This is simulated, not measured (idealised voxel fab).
The following is a process module called voxel self aligned vias.
Square cells of 5 nm make up the cross-section cut, whose width is 270 nm.
Cross-section spec: square-cell grid; bands listed top down; each band is one or more rows.
A band entry consists of two parts. The first gives the height of the band's top and the height of its bottom, in nm. The rest lists the band's materials from left to right, each with its width in nm. A single material labelled with the word "all across" fills the band from edge to edge, and the word "empty" marks empty space.
Height is counted from the level 0, under which the received wafer is composed throughout of one material. The lowest of the bands is not closed at the bottom but continues downward, in the notation "from 0 down".
You'd read "30..40" like this: the band's top row of cells is as wide as the first number, its bottom row is as wide as the second, and going down, every row changes width by the same amount as the row before did.
Given "all unchanged" for a step, no cell of the cross-section differs between before and after that step.
Basically, "Entrapped voids" tells you about the enclosed voids: empty spaces with no open way to the top, 8 cells or bigger, each written width x height at distance, where distance is from the left edge, all in nm.
Post-settings text on a step line: simulator's own remark regarding the step.
The optional step-line setting "overlay nm" applies to steps with a mask and quantifies how far to the right of its planned location the mask lay, a negative value indicating leftward placement.

Set out below are the planned steps of the process:
1) RECEIVE with material Si
2) CONFORMAL_DEP with material SiO2, thk nm 15
3) CONFORMAL_DEP with material SiCN, thk nm 5
4) DIRECTIONAL_DEP with material lowk, thk nm 25
5) MASKED_ETCH with tone open, mask id LINES, width nm 30, pitch nm 70, etch materials lowk, depth nm 25, overlay nm 0
6) CONFORMAL_DEP with material TiN, thk nm 5
7) FILL_DEP with material W, thk nm 10
8) CMP with height nm 45
9) SELECTIVE_ETCH with etch materials W Ru TiN, depth nm 5
10) FILL_DEP with material SiN, thk nm 10
11) CMP with height nm 45
12) DIRECTIONAL_DEP with material lowk, thk nm 15
13) DIRECTIONAL_DEP with material aC, thk nm 15
14) PATTERN with tone open, mask id VIAS, material resist, width nm 50, pitch nm 70, thk nm 30, overlay nm 0
15) DIRECTIONAL_ETCH with etch materials aC, depth nm 15
16) STRIP with etch materials resist
17) DIRECTIONAL_ETCH with etch materials lowk, depth nm 15
18) DIRECTIONAL_ETCH with etch materials SiN, depth nm 5
19) STRIP with etch materials aC
20) CONFORMAL_DEP with material TiN, thk nm 5
21) FILL_DEP with material W, thk nm 5
22) CMP with height nm 60
23) CONFORMAL_DEP with material SiN, thk nm 5

Cross-section of the wafer at receipt, which is the condition after step 1:
	from 0 down  Si all across
	Entrapped voids: none

Cross-sectional view of the first of the two wafers upon completion of the module, processed in accordance with the plan:
	from 65 to 60  SiN all across
	from 60 to 50  lowk 40 nm / TiN 5 nm / W 40 nm / TiN 5 nm / lowk 20 nm / TiN 5 nm / W 40 nm / TiN 5 nm / lowk 20 nm / TiN 5 nm / W 40 nm / TiN 5 nm / lowk 40 nm
	from 50 to 45  lowk 40 nm / TiN 15 nm / W 20 nm / TiN 15 nm / lowk 20 nm / TiN 15 nm / W 20 nm / TiN 15 nm / lowk 20 nm / TiN 15 nm / W 20 nm / TiN 15 nm / lowk 40 nm
	from 45 to 40  lowk 50 nm / TiN 30 nm / lowk 40 nm / TiN 30 nm / lowk 40 nm / TiN 30 nm / lowk 50 nm
	from 40 to 25  lowk 50 nm / TiN 5 nm / W 20 nm / TiN 5 nm / lowk 40 nm / TiN 5 nm / W 20 nm / TiN 5 nm / lowk 40 nm / TiN 5 nm / W 20 nm / TiN 5 nm / lowk 50 nm
	from 25 to 20  lowk 50 nm / TiN 30 nm / lowk 40 nm / TiN 30 nm / lowk 40 nm / TiN 30 nm / lowk 50 nm
	from 20 to 15  SiCN all across
	from 15 to 0  SiO2 all across
	from 0 down  Si all across
	Entrapped voids: none

End of module, second wafer, cross-section. Started like the first, planned like the first, run with one mistake:
	from 65 to 60  SiN all across
	from 60 to 45  lowk 40 nm / TiN 5 nm / W 40 nm / TiN 5 nm / lowk 20 nm / TiN 5 nm / W 40 nm / TiN 5 nm / lowk 20 nm / TiN 5 nm / W 40 nm / TiN 5 nm / lowk 40 nm
	from 45 to 40  lowk 40 nm / TiN 50 nm / lowk 20 nm / TiN 50 nm / lowk 20 nm / TiN 50 nm / lowk 40 nm
	from 40 to 30  lowk 40 nm / TiN 15 nm / W 20 nm / TiN 15 nm / lowk 20 nm / TiN 15 nm / W 20 nm / TiN 15 nm / lowk 20 nm / TiN 15 nm / W 20 nm / TiN 15 nm / lowk 40 nm
	from 30 to 25  lowk 50 nm / TiN 5 nm / W 20 nm / TiN 5 nm / lowk 40 nm / TiN 5 nm / W 20 nm / TiN 5 nm / lowk 40 nm / TiN 5 nm / W 20 nm / TiN 5 nm / lowk 50 nm
	from 25 to 20  lowk 50 nm / TiN 30 nm / lowk 40 nm / TiN 30 nm / lowk 40 nm / TiN 30 nm / lowk 50 nm
	from 20 to 15  SiCN all across
	from 15 to 0  SiO2 all across
	from 0 down  Si all across
	Entrapped voids: none
Want to know what went wrong? the plan had its step 17 run twice
The closing comparison, in cells, has the second wafer with more or fewer of some materials than the first: TiN +24 | W +12 | lowk -36
